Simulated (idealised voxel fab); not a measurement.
Process module, titled voxel air gaps
The cross-section shown here is cut; it is 280 nm wide and divided into square cells measuring 5 nm on a side.
Cross-section, as written here: a square-cell grid given band by band from the top down, where a band holds one or more rows of cells.
Band entry format. Leading values: height of top, height of bottom, nm. Remainder: materials in left-to-right order, each with its width in nm. Special words: "full width" on a single material, which then fills the band edge to edge; "air", empty space.
The level at which height equals 0 is the one under which the wafer, as it arrives, is entirely one material. No lower edge exists for the bottom band, which continues downward and is notated as in "0 nm and below".
Width: "30 to 40" (first number = top row, second number = bottom row, same change from row to row of cells).
"no modification" after a step means that no cell of the cross-section changed.
Listed in "Closed void catalog": every empty space of 8 or more cells without an open way to the top. Form: width x height at distance, the distance being from the left edge, all in nm.
On a step's line, text after the settings is the simulator commenting on that step.
overlay nm: mask offset rightward from planned place, masked step; negative means leftward offset.

Planned step list for the process
1: RECEIVE, material Si
2: CONFORMAL_DEP, material SiO2, thk nm 10
3: CONFORMAL_DEP, material SiCN, thk nm 5
4: DIRECTIONAL_DEP, material lowk, thk nm 40
5: DIRECTIONAL_DEP, material aC, thk nm 15
6: PATTERN, tone open, mask id LINES, material resist, width nm 25, pitch nm 50, thk nm 30, overlay nm 0
7: DIRECTIONAL_ETCH, etch materials aC, depth nm 15
8: STRIP, etch materials resist
9: DIRECTIONAL_ETCH, etch materials lowk, depth nm 40
10: STRIP, etch materials aC
11: CONFORMAL_DEP, material TiN, thk nm 5
12: FILL_DEP, material Ru, thk nm 10
13: CMP, height nm 55
14: EPI, material Ru, thk nm 10
15: SELECTIVE_ETCH, etch materials lowk, depth nm 50
16: CONFORMAL_DEP, material SiCN, thk nm 5

The first of two wafers, run as planned

Wafer cross-section on receipt, i.e. after step 1
- 0 nm and below  Si full width
- Closed void catalog: none

The following cross-section depicts the wafer upon completion of step 2
- 10 nm to 0 nm  SiO2 full width
- Everything under 0 stays put, no change at all.

The following cross-section depicts the wafer upon completion of step 3
- 15 nm to 10 nm  SiCN full width
- Everything under 10 stays put, no change at all.

The following cross-section depicts the wafer upon completion of step 4
- 55 nm to 15 nm  lowk full width
- Everything under 15 stays put, no change at all.

The following cross-section depicts the wafer upon completion of step 5
- 70 nm to 55 nm  aC full width
- Everything under 55 stays put, no change at all.

The following cross-section depicts the wafer upon completion of step 6
- 100 nm to 70 nm  resist: 75; air: 25; resist: 25; air: 25; resist: 25; air: 25; resist: 80
- Everything under 70 stays put, no change at all.

The following cross-section depicts the wafer upon completion of step 7
- 85 nm to 70 nm  resist: 75; air: 25; resist: 25; air: 25; resist: 25; air: 25; resist: 80
- 70 nm to 55 nm  aC: 75; air: 25; aC: 25; air: 25; aC: 25; air: 25; aC: 80
- Everything under 55 stays put, no change at all.

The following cross-section depicts the wafer upon completion of step 8
- 70 nm to 55 nm  aC: 75; air: 25; aC: 25; air: 25; aC: 25; air: 25; aC: 80
- Everything under 55 stays put, no change at all.

The following cross-section depicts the wafer upon completion of step 9
- 70 nm to 55 nm  aC: 75; air: 25; aC: 25; air: 25; aC: 25; air: 25; aC: 80
- 55 nm to 15 nm  lowk: 75; air: 25; lowk: 25; air: 25; lowk: 25; air: 25; lowk: 80
- Everything under 15 stays put, no change at all.

The following cross-section depicts the wafer upon completion of step 10
- 55 nm to 15 nm  lowk: 75; air: 25; lowk: 25; air: 25; lowk: 25; air: 25; lowk: 80
- Everything under 15 stays put, no change at all.

The following cross-section depicts the wafer upon completion of step 11
- 60 nm to 55 nm  TiN: 80; air: 15; TiN: 35; air: 15; TiN: 35; air: 15; TiN: 85
- 55 nm to 20 nm  lowk: 75; TiN: 5; air: 15; TiN: 5; lowk: 25; TiN: 5; air: 15; TiN: 5; lowk: 25; TiN: 5; air: 15; TiN: 5; lowk: 80
- 20 nm to 15 nm  lowk: 75; TiN: 25; lowk: 25; TiN: 25; lowk: 25; TiN: 25; lowk: 80
- Everything under 15 stays put, no change at all.

The following cross-section depicts the wafer upon completion of step 12
- 70 nm to 60 nm  Ru full width
- 60 nm to 55 nm  TiN: 80; Ru: 15; TiN: 35; Ru: 15; TiN: 35; Ru: 15; TiN: 85
- 55 nm to 20 nm  lowk: 75; TiN: 5; Ru: 15; TiN: 5; lowk: 25; TiN: 5; Ru: 15; TiN: 5; lowk: 25; TiN: 5; Ru: 15; TiN: 5; lowk: 80
- Everything under 20 stays put, no change at all.

The following cross-section depicts the wafer upon completion of step 13
- 55 nm to 20 nm  lowk: 75; TiN: 5; Ru: 15; TiN: 5; lowk: 25; TiN: 5; Ru: 15; TiN: 5; lowk: 25; TiN: 5; Ru: 15; TiN: 5; lowk: 80
- Everything under 20 stays put, no change at all.

The following cross-section depicts the wafer upon completion of step 14
- 65 nm to 55 nm  air: 65; Ru: 45; air: 5; Ru: 45; air: 5; Ru: 45; air: 70
- Everything under 55 stays put, no change at all.

The following cross-section depicts the wafer upon completion of step 15
- 65 nm to 55 nm  air: 65; Ru: 45; air: 5; Ru: 45; air: 5; Ru: 45; air: 70
- 55 nm to 20 nm  air: 75; TiN: 5; Ru: 15; TiN: 5; air: 25; TiN: 5; Ru: 15; TiN: 5; air: 25; TiN: 5; Ru: 15; TiN: 5; air: 80
- 20 nm to 15 nm  air: 75; TiN: 25; air: 25; TiN: 25; air: 25; TiN: 25; air: 80
- Everything under 15 stays put, no change at all.

The following cross-section depicts the wafer upon completion of step 16
- 70 nm to 65 nm  air: 60; SiCN: 155; air: 65
- 65 nm to 55 nm  air: 60; SiCN: 5; Ru: 45; SiCN: 5; Ru: 45; SiCN: 5; Ru: 45; SiCN: 5; air: 65
- 55 nm to 50 nm  air: 60; SiCN: 15; TiN: 5; Ru: 15; TiN: 5; SiCN: 25; TiN: 5; Ru: 15; TiN: 5; SiCN: 25; TiN: 5; Ru: 15; TiN: 5; SiCN: 15; air: 65
- 50 nm to 20 nm  air: 70; SiCN: 5; TiN: 5; Ru: 15; TiN: 5; SiCN: 5; air: 15; SiCN: 5; TiN: 5; Ru: 15; TiN: 5; SiCN: 5; air: 15; SiCN: 5; TiN: 5; Ru: 15; TiN: 5; SiCN: 5; air: 75
- 20 nm to 15 nm  SiCN: 75; TiN: 25; SiCN: 25; TiN: 25; SiCN: 25; TiN: 25; SiCN: 80
- Everything under 15 stays put, no change at all.
- Closed void catalog: 15 x 30 at 105; 15 x 30 at 155

Now the other wafer: same start, same recipe, but we messed up one thing when running it. Up to and including step 5 it's the same as the first one

Second wafer, sectioned view, at step 6's planned end time
- 100 nm to 70 nm  air: 75; resist: 25; air: 25; resist: 25; air: 25; resist: 25; air: 80
- Everything under 70 stays put, no change at all.

Second wafer, sectioned view, at step 7's planned end time
- 85 nm to 70 nm  air: 75; resist: 25; air: 25; resist: 25; air: 25; resist: 25; air: 80
- 70 nm to 55 nm  air: 75; aC: 25; air: 25; aC: 25; air: 25; aC: 25; air: 80
- Everything under 55 stays put, no change at all.

Second wafer, sectioned view, at step 8's planned end time
- 70 nm to 55 nm  air: 75; aC: 25; air: 25; aC: 25; air: 25; aC: 25; air: 80
- Everything under 55 stays put, no change at all.

Second wafer, sectioned view, at step 9's planned end time
- 70 nm to 55 nm  air: 75; aC: 25; air: 25; aC: 25; air: 25; aC: 25; air: 80
- 55 nm to 15 nm  air: 75; lowk: 25; air: 25; lowk: 25; air: 25; lowk: 25; air: 80
- Everything under 15 stays put, no change at all.

Second wafer, sectioned view, at step 10's planned end time
- 55 nm to 15 nm  air: 75; lowk: 25; air: 25; lowk: 25; air: 25; lowk: 25; air: 80
- Everything under 15 stays put, no change at all.

Second wafer, sectioned view, at step 11's planned end time
- 60 nm to 55 nm  air: 70; TiN: 35; air: 15; TiN: 35; air: 15; TiN: 35; air: 75
- 55 nm to 20 nm  air: 70; TiN: 5; lowk: 25; TiN: 5; air: 15; TiN: 5; lowk: 25; TiN: 5; air: 15; TiN: 5; lowk: 25; TiN: 5; air: 75
- 20 nm to 15 nm  TiN: 75; lowk: 25; TiN: 25; lowk: 25; TiN: 25; lowk: 25; TiN: 80
- Everything under 15 stays put, no change at all.

Second wafer, sectioned view, at step 12's planned end time
- 70 nm to 60 nm  Ru full width
- 60 nm to 55 nm  Ru: 70; TiN: 35; Ru: 15; TiN: 35; Ru: 15; TiN: 35; Ru: 75
- 55 nm to 20 nm  Ru: 70; TiN: 5; lowk: 25; TiN: 5; Ru: 15; TiN: 5; lowk: 25; TiN: 5; Ru: 15; TiN: 5; lowk: 25; TiN: 5; Ru: 75
- Everything under 20 stays put, no change at all.

Second wafer, sectioned view, at step 13's planned end time
- 55 nm to 20 nm  Ru: 70; TiN: 5; lowk: 25; TiN: 5; Ru: 15; TiN: 5; lowk: 25; TiN: 5; Ru: 15; TiN: 5; lowk: 25; TiN: 5; Ru: 75
- Everything under 20 stays put, no change at all.

Second wafer, sectioned view, at step 14's planned end time
- 65 nm to 55 nm  Ru: 85; air: 5; Ru: 45; air: 5; Ru: 45; air: 5; Ru: 90
- Everything under 55 stays put, no change at all.

Second wafer, sectioned view, at step 15's planned end time
- 65 nm to 55 nm  Ru: 85; air: 5; Ru: 45; air: 5; Ru: 45; air: 5; Ru: 90
- 55 nm to 20 nm  Ru: 70; TiN: 5; air: 25; TiN: 5; Ru: 15; TiN: 5; air: 25; TiN: 5; Ru: 15; TiN: 5; air: 25; TiN: 5; Ru: 75
- 20 nm to 15 nm  TiN: 75; air: 25; TiN: 25; air: 25; TiN: 25; air: 25; TiN: 80
- Everything under 15 stays put, no change at all.

Second wafer, sectioned view, at step 16's planned end time
- 70 nm to 65 nm  SiCN full width
- 65 nm to 55 nm  Ru: 85; SiCN: 5; Ru: 45; SiCN: 5; Ru: 45; SiCN: 5; Ru: 90
- 55 nm to 50 nm  Ru: 70; TiN: 5; SiCN: 25; TiN: 5; Ru: 15; TiN: 5; SiCN: 25; TiN: 5; Ru: 15; TiN: 5; SiCN: 25; TiN: 5; Ru: 75
- 50 nm to 20 nm  Ru: 70; TiN: 5; SiCN: 5; air: 15; SiCN: 5; TiN: 5; Ru: 15; TiN: 5; SiCN: 5; air: 15; SiCN: 5; TiN: 5; Ru: 15; TiN: 5; SiCN: 5; air: 15; SiCN: 5; TiN: 5; Ru: 75
- 20 nm to 15 nm  TiN: 75; SiCN: 25; TiN: 25; SiCN: 25; TiN: 25; SiCN: 25; TiN: 80
- Everything under 15 stays put, no change at all.
- Closed void catalog: 15 x 30 at 80; 15 x 30 at 130; 15 x 30 at 180
Heads up, the wafer didn't run the way we planned it: it should be noted that step 6 was executed with settings other than those planned, the operation and settings actually applied being PATTERN, tone cover, mask id LINES, material resist, width nm 25, pitch nm 50, thk nm 30, overlay nm 0
at the end the second wafer has, in cells: Ru: 234 more | SiCN: 4 fewer | TiN: 26 more
Long story short, the first wafer ends with 2 closed voids and the second one with 3.
